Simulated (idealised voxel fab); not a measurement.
process module | voxel transistor to metal
This is section cut - it's 150 nm across, gridded in 5 nm square cells.
If you're reading a cross-section in this doc, picture square cells in a grid; it comes to you as bands, top ones listed first down to the bottom, and a band can be one or more rows of cells.
Band entry format. Leading values: height of top, height of bottom, nm. Remainder: materials in left-to-right order, each with its width in nm. Special words: "all across" on a single material, which then fills the band edge to edge; "blank", empty space.
Basically, 0 is our baseline, since under it the wafer straight out of the box is all one material. The bottom band has no lower end and keeps on going down, so it looks like "0 nm and below".
Width spec "30..40" -> top row of cells at first value, bottom row at second value, equal per-row change in between.
It should be understood that the words "identical to before", when stated for a given step, signify that the cross-section underwent no change in any of its cells during that step.
Empty spaces without an open route to the top, at least 8 cells in extent, make up the entry "Sealed-off cavities"; each is given as width x height at distance, where the distance is measured from the left edge, and all are in nm.
Read whatever lies past the settings on a step's line as the simulator's own remark about the step.
For masked steps, "overlay nm" on the step line gives how far right of plan the mask actually lay; a minus sign means it lay to the left.
The steps planned for the process are as follows:
step 1: RECEIVE: material Si
step 2: CONFORMAL_DEP: material SiO2, thk nm 5
step 3: CONFORMAL_DEP: material SiN, thk nm 15
step 4: DIRECTIONAL_DEP: material aC, thk nm 15
step 5: PATTERN: tone cover, mask id ACTIVE, material resist, width nm 95, thk nm 30, overlay nm 0
step 6: DIRECTIONAL_ETCH: etch materials aC, depth nm 15
step 7: STRIP: etch materials resist
step 8: DIRECTIONAL_ETCH: etch materials SiN, depth nm 15
step 9: DIRECTIONAL_ETCH: etch materials SiO2, depth nm 5
step 10: DIRECTIONAL_ETCH: etch materials Si, depth nm 30
step 11: STRIP: etch materials aC
step 12: FILL_DEP: material SiO2, thk nm 10
step 13: CMP: height nm 20
step 14: SELECTIVE_ETCH: etch materials SiO2, depth nm 10
step 15: STRIP: etch materials SiN
step 16: SELECTIVE_ETCH: etch materials SiO2, depth nm 5
step 17: OXIDIZE: depth nm 5
step 18: DIRECTIONAL_DEP: material polySi, thk nm 25
step 19: DIRECTIONAL_DEP: material SiCN, thk nm 15
step 20: PATTERN: tone cover, mask id GATE, material resist, width nm 15, thk nm 15, overlay nm 0
step 21: DIRECTIONAL_ETCH: etch materials SiCN, depth nm 25
step 22: DIRECTIONAL_ETCH: etch materials polySi, depth nm 35
step 23: STRIP: etch materials resist
step 24: CONFORMAL_DEP: material SiN, thk nm 10
step 25: DIRECTIONAL_ETCH: etch materials SiN, depth nm 10
step 26: DIRECTIONAL_ETCH: etch materials SiO2, depth nm 5
step 27: EPI: material SiGe, thk nm 5
step 28: FILL_DEP: material SiO2, thk nm 10
step 29: CMP: height nm 40
step 30: DIRECTIONAL_DEP: material SiO2, thk nm 15
step 31: MASKED_ETCH: tone open, mask id CONTACT, width nm 20, pitch nm 65, etch materials SiO2, depth nm 55, overlay nm 0
step 32: CONFORMAL_DEP: material TiN, thk nm 5
step 33: FILL_DEP: material W, thk nm 10
step 34: CMP: height nm 55
step 35: CONFORMAL_DEP: material SiCN, thk nm 5
step 36: DIRECTIONAL_DEP: material SiO2, thk nm 25
step 37: DIRECTIONAL_DEP: material aC, thk nm 10
step 38: PATTERN: tone open, mask id METAL_1, material resist, width nm 20, pitch nm 65, thk nm 25, overlay nm 0
step 39: DIRECTIONAL_ETCH: etch materials aC, depth nm 10
step 40: STRIP: etch materials resist
step 41: DIRECTIONAL_ETCH: etch materials SiO2, depth nm 25
step 42: DIRECTIONAL_ETCH: etch materials SiCN, depth nm 5
step 43: STRIP: etch materials aC
step 44: CONFORMAL_DEP: material TiN, thk nm 5
step 45: FILL_DEP: material Cu, thk nm 10
step 46: CMP: height nm 85
step 47: EPI: material Ru, thk nm 5
step 48: FILL_DEP: material SiCN, thk nm 5
step 49: DIRECTIONAL_DEP: material SiO2, thk nm 25
step 50: PATTERN: tone open, mask id METAL_2, material resist, width nm 20, pitch nm 65, thk nm 20, overlay nm 0
step 51: DIRECTIONAL_ETCH: etch materials SiO2, depth nm 15
step 52: STRIP: etch materials resist
step 53: DIRECTIONAL_DEP: material aC, thk nm 10
step 54: PATTERN: tone open, mask id METAL_2_HOLES, material resist, width nm 15, pitch nm 65, thk nm 30, overlay nm 0
step 55: DIRECTIONAL_ETCH: etch materials aC, depth nm 10
step 56: STRIP: etch materials resist
step 57: DIRECTIONAL_ETCH: etch materials SiO2, depth nm 10
step 58: DIRECTIONAL_ETCH: etch materials SiCN, depth nm 5
step 59: STRIP: etch materials aC
step 60: CONFORMAL_DEP: material TiN, thk nm 5
step 61: FILL_DEP: material Cu, thk nm 5
step 62: CMP: height nm 120
step 63: CONFORMAL_DEP: material SiN, thk nm 5
Cross-section: wafer on arrival = after step 1:
    0 nm and below | Si all across
    Sealed-off cavities: none
End-of-module cross-section. Starting structure and process plan as above; one mistake made in running it:
    125 nm to 120 nm | SiN all across
    120 nm to 110 nm | 40..25 Cu | 5..20 TiN | 5 SiO2 | 5 TiN | 50..35 Cu | 5..20 TiN | 5 SiO2 | 5 TiN | 30 Cu
    110 nm to 105 nm | 30 TiN | 20 SiO2 | 45 TiN | 20 SiO2 | 35 TiN
    105 nm to 95 nm | SiO2 all across
    95 nm to 90 nm | SiCN all across
    90 nm to 85 nm | 25 SiCN | 30 Ru | 35 SiCN | 30 Ru | 30 SiCN
    85 nm to 60 nm | 30 SiO2 | 5 TiN | 10 Cu | 5 TiN | 45 SiO2 | 5 TiN | 10 Cu | 5 TiN | 35 SiO2
    60 nm to 55 nm | 30 SiCN | 20 TiN | 45 SiCN | 20 TiN | 35 SiCN
    55 nm to 40 nm | 30 SiO2 | 5 TiN | 10 W | 5 TiN | 45 SiO2 | 5 TiN | 10 W | 5 TiN | 35 SiO2
    40 nm to 25 nm | 30 SiO2 | 5 TiN | 10 W | 5 TiN | 5 SiO2 | 10 SiN | 15 SiCN | 10 SiN | 5 SiO2 | 5 TiN | 10 W | 5 TiN | 35 SiO2
    25 nm to 5 nm | 30 SiO2 | 5 TiN | 10 W | 5 TiN | 5 SiO2 | 10 SiN | 15 polySi | 10 SiN | 5 SiO2 | 5 TiN | 10 W | 5 TiN | 35 SiO2
    5 nm to 0 nm | 20 SiO2 | 10 SiN | 20 TiN | 5 SiO2 | 10 SiN | 15 polySi | 10 SiN | 5 SiO2 | 20 TiN | 10 SiN | 25 SiO2
    0 nm to -5 nm | 30 SiO2 | 25 SiGe | 35 SiO2 | 25 SiGe | 35 SiO2
    -5 nm to -30 nm | 25 SiO2 | 95 Si | 30 SiO2
    -30 nm and below | Si all across
    Sealed-off cavities: none
What went wrong in running the wafer? it should be noted that step 50 was executed with settings other than those planned, the operation and settings actually applied being PATTERN: tone cover, mask id METAL_2, material resist, width nm 20, pitch nm 65, thk nm 20, overlay nm 0
